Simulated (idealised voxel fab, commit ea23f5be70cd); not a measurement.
The name of this process module is voxel air gaps.
In the cross-section labelled cut, the width is 225 nm and each square cell is 5 nm.
Each cross-section below is a grid of square cells, stated as bands in top-down order, with one or more rows of cells making up each band. This entry defines a band. It first specifies the height of the band's top and the height of its bottom in nm, and then specifies the band's materials from left to right, stating each material with its width in nm. The word "full width" identifies a single material that fills the band from edge to edge, while the word "blank" identifies empty space. We count height from 0. Below that, the starting wafer is all one material. The lowest band never ends at the bottom but goes on down; see "0 down" for how that is written. It should be noted that a width expressed as "30..40" varies in equal increments from row to row of cells within the band, taking the value of the first number at the top row and that of the second number at the bottom row. It should be understood that the words "nothing different", when stated for a given step, signify that the cross-section underwent no change in any of its cells during that step. "Enclosed empty spaces" lists enclosed empty spaces (at least 8 cells, no open path upward to the top), each as width x height at distance from the left edge, in nm. Heads up: the bit after the settings on a step's line is the simulator's remark on that step. "overlay nm", when on a step's line for a step with a mask, measures how far to the right of its planned place the mask lay; a negative measure means to the left.

Planned process steps:
| 1 | RECEIVE: material Si |
| 2 | CONFORMAL_DEP: material SiO2, thk nm 15 |
| 3 | CONFORMAL_DEP: material SiN, thk nm 5 |
| 4 | DIRECTIONAL_DEP: material lowk, thk nm 30 |
| 5 | DIRECTIONAL_DEP: material aC, thk nm 10 |
| 6 | PATTERN: tone open, mask id LINES, material resist, width nm 15, pitch nm 40, thk nm 25, overlay nm 0 |
| 7 | DIRECTIONAL_ETCH: etch materials aC, depth nm 10 |
| 8 | STRIP: etch materials resist |
| 9 | DIRECTIONAL_ETCH: etch materials lowk, depth nm 30 |
| 10 | STRIP: etch materials aC |
| 11 | CONFORMAL_DEP: material TiN, thk nm 5 |
| 12 | FILL_DEP: material W, thk nm 10 |
| 13 | CMP: height nm 50 |
| 14 | EPI: material Ru, thk nm 10 |
| 15 | SELECTIVE_ETCH: etch materials lowk, depth nm 40 |
| 16 | CONFORMAL_DEP: material SiCN, thk nm 5 |

Wafer, first of two, run as planned:

As received (post step 1): cross-section:
> 0 down = Si full width
> Enclosed empty spaces: none

Cross-section of the wafer subsequent to step 2:
> 15 to 0 = SiO2 full width
> Whatever lies below 0 is exactly as it was before.

Cross-section of the wafer subsequent to step 3:
> 20 to 15 = SiN full width
> Whatever lies below 15 is exactly as it was before.

Cross-section of the wafer subsequent to step 4:
> 50 to 20 = lowk full width
> Whatever lies below 20 is exactly as it was before.

Cross-section of the wafer subsequent to step 5:
> 60 to 50 = aC full width
> Whatever lies below 50 is exactly as it was before.

Cross-section of the wafer subsequent to step 6:
> 85 to 60 = resist 45; blank 15; resist 25; blank 15; resist 25; blank 15; resist 25; blank 15; resist 45
> Whatever lies below 60 is exactly as it was before.

Cross-section of the wafer subsequent to step 7:
> 75 to 60 = resist 45; blank 15; resist 25; blank 15; resist 25; blank 15; resist 25; blank 15; resist 45
> 60 to 50 = aC 45; blank 15; aC 25; blank 15; aC 25; blank 15; aC 25; blank 15; aC 45
> Whatever lies below 50 is exactly as it was before.

Cross-section of the wafer subsequent to step 8:
> 60 to 50 = aC 45; blank 15; aC 25; blank 15; aC 25; blank 15; aC 25; blank 15; aC 45
> Whatever lies below 50 is exactly as it was before.

Cross-section of the wafer subsequent to step 9:
> 60 to 50 = aC 45; blank 15; aC 25; blank 15; aC 25; blank 15; aC 25; blank 15; aC 45
> 50 to 20 = lowk 45; blank 15; lowk 25; blank 15; lowk 25; blank 15; lowk 25; blank 15; lowk 45
> Whatever lies below 20 is exactly as it was before.

Cross-section of the wafer subsequent to step 10:
> 50 to 20 = lowk 45; blank 15; lowk 25; blank 15; lowk 25; blank 15; lowk 25; blank 15; lowk 45
> Whatever lies below 20 is exactly as it was before.

Cross-section of the wafer subsequent to step 11:
> 55 to 50 = TiN 50; blank 5; TiN 35; blank 5; TiN 35; blank 5; TiN 35; blank 5; TiN 50
> 50 to 25 = lowk 45; TiN 5; blank 5; TiN 5; lowk 25; TiN 5; blank 5; TiN 5; lowk 25; TiN 5; blank 5; TiN 5; lowk 25; TiN 5; blank 5; TiN 5; lowk 45
> 25 to 20 = lowk 45; TiN 15; lowk 25; TiN 15; lowk 25; TiN 15; lowk 25; TiN 15; lowk 45
> Whatever lies below 20 is exactly as it was before.

Cross-section of the wafer subsequent to step 12:
> 65 to 55 = W full width
> 55 to 50 = TiN 50; W 5; TiN 35; W 5; TiN 35; W 5; TiN 35; W 5; TiN 50
> 50 to 25 = lowk 45; TiN 5; W 5; TiN 5; lowk 25; TiN 5; W 5; TiN 5; lowk 25; TiN 5; W 5; TiN 5; lowk 25; TiN 5; W 5; TiN 5; lowk 45
> Whatever lies below 25 is exactly as it was before.

Cross-section of the wafer subsequent to step 13:
> 50 to 25 = lowk 45; TiN 5; W 5; TiN 5; lowk 25; TiN 5; W 5; TiN 5; lowk 25; TiN 5; W 5; TiN 5; lowk 25; TiN 5; W 5; TiN 5; lowk 45
> Whatever lies below 25 is exactly as it was before.

Cross-section of the wafer subsequent to step 14:
> 60 to 50 = blank 35; Ru 35; blank 5; Ru 35; blank 5; Ru 35; blank 5; Ru 35; blank 35
> Whatever lies below 50 is exactly as it was before.

Cross-section of the wafer subsequent to step 15:
> 60 to 50 = blank 35; Ru 35; blank 5; Ru 35; blank 5; Ru 35; blank 5; Ru 35; blank 35
> 50 to 25 = blank 45; TiN 5; W 5; TiN 5; blank 25; TiN 5; W 5; TiN 5; blank 25; TiN 5; W 5; TiN 5; blank 25; TiN 5; W 5; TiN 5; blank 45
> 25 to 20 = blank 45; TiN 15; blank 25; TiN 15; blank 25; TiN 15; blank 25; TiN 15; blank 45
> Whatever lies below 20 is exactly as it was before.

Cross-section of the wafer subsequent to step 16:
> 65 to 60 = blank 30; SiCN 165; blank 30
> 60 to 50 = blank 30; SiCN 5; Ru 35; SiCN 5; Ru 35; SiCN 5; Ru 35; SiCN 5; Ru 35; SiCN 5; blank 30
> 50 to 45 = blank 30; SiCN 15; TiN 5; W 5; TiN 5; SiCN 25; TiN 5; W 5; TiN 5; SiCN 25; TiN 5; W 5; TiN 5; SiCN 25; TiN 5; W 5; TiN 5; SiCN 15; blank 30
> 45 to 25 = blank 40; SiCN 5; TiN 5; W 5; TiN 5; SiCN 5; blank 15; SiCN 5; TiN 5; W 5; TiN 5; SiCN 5; blank 15; SiCN 5; TiN 5; W 5; TiN 5; SiCN 5; blank 15; SiCN 5; TiN 5; W 5; TiN 5; SiCN 5; blank 40
> 25 to 20 = SiCN 45; TiN 15; SiCN 25; TiN 15; SiCN 25; TiN 15; SiCN 25; TiN 15; SiCN 45
> Whatever lies below 20 is exactly as it was before.
> Enclosed empty spaces: 15 x 20 at 65; 15 x 20 at 105; 15 x 20 at 145

Second of two: same start, same plan, one run error; steps up to and including 1 match the first:

The second wafer in cross-section, at the planned close of step 2:
> 5 to 0 = SiN full width
> Whatever lies below 0 is exactly as it was before.

The second wafer in cross-section, at the planned close of step 3:
> 20 to 5 = SiO2 full width
> Whatever lies below 5 is exactly as it was before.

The second wafer in cross-section, at the planned close of step 4:
> 50 to 20 = lowk full width
> Whatever lies below 20 is exactly as it was before.

The second wafer in cross-section, at the planned close of step 5:
> 60 to 50 = aC full width
> Whatever lies below 50 is exactly as it was before.

The second wafer in cross-section, at the planned close of step 6:
> 85 to 60 = resist 45; blank 15; resist 25; blank 15; resist 25; blank 15; resist 25; blank 15; resist 45
> Whatever lies below 60 is exactly as it was before.

The second wafer in cross-section, at the planned close of step 7:
> 75 to 60 = resist 45; blank 15; resist 25; blank 15; resist 25; blank 15; resist 25; blank 15; resist 45
> 60 to 50 = aC 45; blank 15; aC 25; blank 15; aC 25; blank 15; aC 25; blank 15; aC 45
> Whatever lies below 50 is exactly as it was before.

The second wafer in cross-section, at the planned close of step 8:
> 60 to 50 = aC 45; blank 15; aC 25; blank 15; aC 25; blank 15; aC 25; blank 15; aC 45
> Whatever lies below 50 is exactly as it was before.

The second wafer in cross-section, at the planned close of step 9:
> 60 to 50 = aC 45; blank 15; aC 25; blank 15; aC 25; blank 15; aC 25; blank 15; aC 45
> 50 to 20 = lowk 45; blank 15; lowk 25; blank 15; lowk 25; blank 15; lowk 25; blank 15; lowk 45
> Whatever lies below 20 is exactly as it was before.

The second wafer in cross-section, at the planned close of step 10:
> 50 to 20 = lowk 45; blank 15; lowk 25; blank 15; lowk 25; blank 15; lowk 25; blank 15; lowk 45
> Whatever lies below 20 is exactly as it was before.

The second wafer in cross-section, at the planned close of step 11:
> 55 to 50 = TiN 50; blank 5; TiN 35; blank 5; TiN 35; blank 5; TiN 35; blank 5; TiN 50
> 50 to 25 = lowk 45; TiN 5; blank 5; TiN 5; lowk 25; TiN 5; blank 5; TiN 5; lowk 25; TiN 5; blank 5; TiN 5; lowk 25; TiN 5; blank 5; TiN 5; lowk 45
> 25 to 20 = lowk 45; TiN 15; lowk 25; TiN 15; lowk 25; TiN 15; lowk 25; TiN 15; lowk 45
> Whatever lies below 20 is exactly as it was before.

The second wafer in cross-section, at the planned close of step 12:
> 65 to 55 = W full width
> 55 to 50 = TiN 50; W 5; TiN 35; W 5; TiN 35; W 5; TiN 35; W 5; TiN 50
> 50 to 25 = lowk 45; TiN 5; W 5; TiN 5; lowk 25; TiN 5; W 5; TiN 5; lowk 25; TiN 5; W 5; TiN 5; lowk 25; TiN 5; W 5; TiN 5; lowk 45
> Whatever lies below 25 is exactly as it was before.

The second wafer in cross-section, at the planned close of step 13:
> 50 to 25 = lowk 45; TiN 5; W 5; TiN 5; lowk 25; TiN 5; W 5; TiN 5; lowk 25; TiN 5; W 5; TiN 5; lowk 25; TiN 5; W 5; TiN 5; lowk 45
> Whatever lies below 25 is exactly as it was before.

The second wafer in cross-section, at the planned close of step 14:
> 60 to 50 = blank 35; Ru 35; blank 5; Ru 35; blank 5; Ru 35; blank 5; Ru 35; blank 35
> Whatever lies below 50 is exactly as it was before.

The second wafer in cross-section, at the planned close of step 15:
> 60 to 50 = blank 35; Ru 35; blank 5; Ru 35; blank 5; Ru 35; blank 5; Ru 35; blank 35
> 50 to 25 = blank 45; TiN 5; W 5; TiN 5; blank 25; TiN 5; W 5; TiN 5; blank 25; TiN 5; W 5; TiN 5; blank 25; TiN 5; W 5; TiN 5; blank 45
> 25 to 20 = blank 45; TiN 15; blank 25; TiN 15; blank 25; TiN 15; blank 25; TiN 15; blank 45
> Whatever lies below 20 is exactly as it was before.

The second wafer in cross-section, at the planned close of step 16:
> 65 to 60 = blank 30; SiCN 165; blank 30
> 60 to 50 = blank 30; SiCN 5; Ru 35; SiCN 5; Ru 35; SiCN 5; Ru 35; SiCN 5; Ru 35; SiCN 5; blank 30
> 50 to 45 = blank 30; SiCN 15; TiN 5; W 5; TiN 5; SiCN 25; TiN 5; W 5; TiN 5; SiCN 25; TiN 5; W 5; TiN 5; SiCN 25; TiN 5; W 5; TiN 5; SiCN 15; blank 30
> 45 to 25 = blank 40; SiCN 5; TiN 5; W 5; TiN 5; SiCN 5; blank 15; SiCN 5; TiN 5; W 5; TiN 5; SiCN 5; blank 15; SiCN 5; TiN 5; W 5; TiN 5; SiCN 5; blank 15; SiCN 5; TiN 5; W 5; TiN 5; SiCN 5; blank 40
> 25 to 20 = SiCN 45; TiN 15; SiCN 25; TiN 15; SiCN 25; TiN 15; SiCN 25; TiN 15; SiCN 45
> Whatever lies below 20 is exactly as it was before.
> Enclosed empty spaces: 15 x 20 at 65; 15 x 20 at 105; 15 x 20 at 145
Deviation from plan: the intended sequence of steps 2 and 3 was reversed during processing, with each occupying the position of the other
Tallied in cells, the final second wafer holds each material in the same quantity as the first, although not at the same places.
